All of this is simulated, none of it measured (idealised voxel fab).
Process module heading - voxel wiring stack
Each square cell in cross-section cut measures 5 nm, and the section as a whole is 245 nm wide.
Heads up, the way a cross-section reads in here is a grid of square cells, handed over as bands from the top down, with every band being one or more rows of cells. For a band, the entry starts with two heights in nm, that of the top and then that of the bottom, and carries on with the band's materials in order from left to right, each alongside its width in nm; the word "full width" beside a single material means it fills the band edge to edge, and "air" means empty space. Height 0 is the level under which the wafer as received is all one material. The lowest band goes on downwards, as in "0 nm and below". Think of "30..40" as a width that walks from the first number to the second as you go down the band, top row to bottom row, taking equal-sized steps from row to row. The designation "no modifications", where it is given for a processing step, indicates that no cell of the cross-section was altered in the course of that step. "Voids, enclosed" means: voids of 8 cells or more that are shut off from the top with no open way through. Written width x height at distance, distance from the left edge, in nm. Anything after a step's settings on that line? It's the simulator's own note about the step. "overlay nm" on a masked step: distance the mask lay right of its planned place, negative for left.

-- So here's the lineup of process steps we planned
1: RECEIVE (material Si)
2: CONFORMAL_DEP (material SiO2; thk nm 10)
3: DIRECTIONAL_DEP (material TiN; thk nm 5)
4: DIRECTIONAL_DEP (material Ru; thk nm 15)
5: MASKED_ETCH (tone cover; mask id METAL_1; width nm 20; pitch nm 50; etch materials Ru; depth nm 15; overlay nm 0)
6: MASKED_ETCH (tone cover; mask id METAL_1; width nm 20; pitch nm 50; etch materials TiN; depth nm 5; overlay nm 0)
7: CONFORMAL_DEP (material SiN; thk nm 5)
8: FILL_DEP (material SiO2; thk nm 5)
9: CMP (height nm 30)
10: CONFORMAL_DEP (material SiCN; thk nm 5)
11: DIRECTIONAL_DEP (material lowk; thk nm 25)
12: DIRECTIONAL_DEP (material aC; thk nm 10)
13: PATTERN (tone open; mask id METAL_2_HOLES; material resist; width nm 15; pitch nm 100; thk nm 30; overlay nm 0)
14: DIRECTIONAL_ETCH (etch materials aC; depth nm 10)
15: STRIP (etch materials resist)
16: DIRECTIONAL_ETCH (etch materials lowk; depth nm 25)
17: STRIP (etch materials aC)
18: PATTERN (tone open; mask id METAL_2; material resist; width nm 20; pitch nm 50; thk nm 15; overlay nm 0)
19: DIRECTIONAL_ETCH (etch materials lowk; depth nm 15)
20: DIRECTIONAL_ETCH (etch materials SiCN; depth nm 5)
21: STRIP (etch materials resist)
22: CONFORMAL_DEP (material TiN; thk nm 5)
23: FILL_DEP (material Cu; thk nm 10)
24: CMP (height nm 60)
25: CONFORMAL_DEP (material SiCN; thk nm 5)

-- Cross-sectional view of the wafer in its as-received condition, corresponding to the state after step 1
	0 nm and below | Si full width
	Voids, enclosed: none

-- The following cross-section depicts the wafer upon conclusion of the module. Processing commenced from the starting condition illustrated above and adhered to the plan illustrated above, save for one mistake in execution
	65 nm to 60 nm | SiCN full width
	60 nm to 45 nm | lowk=35 | TiN=5 | Cu=10 | TiN=5 | lowk=30 | TiN=5 | Cu=10 | TiN=5 | lowk=30 | TiN=5 | Cu=10 | TiN=5 | lowk=30 | TiN=5 | Cu=10 | TiN=5 | lowk=40
	45 nm to 40 nm | lowk=35 | TiN=5 | Cu=5 | TiN=10 | lowk=30 | TiN=20 | lowk=30 | TiN=5 | Cu=5 | TiN=10 | lowk=30 | TiN=20 | lowk=40
	40 nm to 35 nm | lowk=35 | TiN=5 | Cu=5 | TiN=5 | lowk=85 | TiN=5 | Cu=5 | TiN=5 | lowk=95
	35 nm to 30 nm | SiCN=35 | TiN=15 | SiCN=85 | TiN=15 | SiCN=95
	30 nm to 15 nm | SiO2=30 | SiN=5 | Ru=20 | SiN=5 | SiO2=20 | SiN=5 | Ru=20 | SiN=5 | SiO2=20 | SiN=5 | Ru=20 | SiN=5 | SiO2=20 | SiN=5 | Ru=20 | SiN=5 | SiO2=35
	15 nm to 10 nm | SiN=35 | TiN=20 | SiN=30 | TiN=20 | SiN=30 | TiN=20 | SiN=30 | TiN=20 | SiN=40
	10 nm to 0 nm | SiO2 full width
	0 nm and below | Si full width
	Voids, enclosed: none
Short version of what went wrong: the process deviated at step 19: the operation and settings actually run there were DIRECTIONAL_ETCH (etch materials lowk; depth nm 20)
